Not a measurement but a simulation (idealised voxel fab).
process module | voxel capacitor over wiring
cross-section cut | 255 nm wide | cells 5 nm
A cross-section is a grid of square cells, given in bands from the top down. A band is one or more rows of cells.
Each band's line starts with the height of the band's top and of its bottom, in nm. Then come its materials from left to right, each with its width in nm. One material with "throughout" fills the band from edge to edge. "air" is empty space.
Height 0 is the level under which the wafer as received is all one material. The lowest band goes on downwards, as in "0 down".
A width such as "30 to 40" changes by the same amount from each row of cells to the next, from the band's top row to its bottom row.
"no change" after a step means that no cell of the cross-section changed.
closed voids: empty space of 8 cells or more with no open way to the top, each as width x height at its distance from the left edge, in nm
after a step's settings: what the simulator itself notes on the step
overlay nm, on a step with a mask: how far to the right of its planned place the mask lay; to the left if negative
plan
1 op RECEIVE | material Si
2 op CONFORMAL_DEP | material SiO2 | thk nm 15
3 op CONFORMAL_DEP | material SiN | thk nm 5
4 op DIRECTIONAL_DEP | material lowk | thk nm 15
5 op PATTERN | tone open | mask id METAL_1 | material resist | width nm 30 | pitch nm 90 | thk nm 15 | overlay nm 0
6 op DIRECTIONAL_ETCH | etch materials lowk | depth nm 15
7 op DIRECTIONAL_ETCH | etch materials SiN | depth nm 5
8 op STRIP | etch materials resist
9 op CONFORMAL_DEP | material TiN | thk nm 5
10 op FILL_DEP | material Ru | thk nm 10
11 op CMP | height nm 35
12 op CONFORMAL_DEP | material SiCN | thk nm 5
13 op DIRECTIONAL_DEP | material lowk | thk nm 10
14 op MASKED_ETCH | tone open | mask id PLUG_1 | width nm 15 | etch materials lowk | depth nm 10 | overlay nm 0
15 op MASKED_ETCH | tone open | mask id PLUG_1 | width nm 15 | etch materials SiCN | depth nm 5 | overlay nm 0
16 op CONFORMAL_DEP | material TiN | thk nm 5
17 op FILL_DEP | material Ru | thk nm 5
18 op CMP | height nm 50
19 op DIRECTIONAL_DEP | material TiN | thk nm 5
20 op DIRECTIONAL_DEP | material HfO2 | thk nm 5
21 op DIRECTIONAL_DEP | material TiN | thk nm 5
22 op PATTERN | tone cover | mask id UPPER_PLATE | material resist | width nm 65 | thk nm 15 | overlay nm 0
23 op DIRECTIONAL_ETCH | etch materials TiN | depth nm 5
24 op DIRECTIONAL_ETCH | etch materials HfO2 | depth nm 5
25 op STRIP | etch materials resist
26 op MASKED_ETCH | tone cover | mask id LOWER_PLATE | width nm 75 | etch materials TiN | depth nm 5 | overlay nm 0
27 op FILL_DEP | material SiO2 | thk nm 15
28 op CMP | height nm 75
29 op PATTERN | tone open | mask id PLUG_2 | material resist | width nm 15 | thk nm 15 | overlay nm 0
30 op DIRECTIONAL_ETCH | etch materials SiO2 | depth nm 10
31 op STRIP | etch materials resist
32 op CONFORMAL_DEP | material TiN | thk nm 5
33 op FILL_DEP | material Cu | thk nm 5
34 op CMP | height nm 75
35 op CONFORMAL_DEP | material SiCN | thk nm 5
as received, after step 1
  0 down: Si throughout
  closed voids: none
first wafer at the end, as planned
  80 to 75: SiCN throughout
  75 to 70: SiO2 90 | TiN 5 | Cu 5 | TiN 5 | SiO2 150
  70 to 60: SiO2 90 to 80 | TiN 15 to 65 | SiO2 150 to 110
  60 to 55: SiO2 80 | HfO2 65 | SiO2 110
  55 to 50: SiO2 75 | TiN 75 | SiO2 105
  50 to 40: lowk 80 | TiN 5 | Ru 5 | TiN 5 | lowk 160
  40 to 35: SiCN 80 | TiN 15 | SiCN 160
  35 to 20: lowk 65 | TiN 5 | Ru 20 | TiN 5 | lowk 60 | TiN 5 | Ru 20 | TiN 5 | lowk 70
  20 to 15: SiN 65 | TiN 30 | SiN 60 | TiN 30 | SiN 70
  15 to 0: SiO2 throughout
  0 down: Si throughout
  closed voids: none
second wafer at the end: like start, like plan, one mistake
  80 to 75: SiCN throughout
  75 to 70: Cu 85 | TiN 5 | SiO2 15 | TiN 5 | Cu 145
  70 to 65: TiN 90 | SiO2 15 | TiN 150
  65 to 60: SiO2 80 | TiN 65 | SiO2 110
  60 to 55: SiO2 80 | HfO2 65 | SiO2 110
  55 to 50: SiO2 75 | TiN 75 | SiO2 105
  50 to 40: lowk 80 | TiN 5 | Ru 5 | TiN 5 | lowk 160
  40 to 35: SiCN 80 | TiN 15 | SiCN 160
  35 to 20: lowk 65 | TiN 5 | Ru 20 | TiN 5 | lowk 60 | TiN 5 | Ru 20 | TiN 5 | lowk 70
  20 to 15: SiN 65 | TiN 30 | SiN 60 | TiN 30 | SiN 70
  15 to 0: SiO2 throughout
  0 down: Si throughout
  closed voids: none
what went wrong: step 29 ran as: op PATTERN | tone cover | mask id PLUG_2 | material resist | width nm 15 | thk nm 15 | overlay nm 0
at the end the second wafer has, in cells: 45 more of Cu | 90 fewer of SiO2 | 45 more of TiN
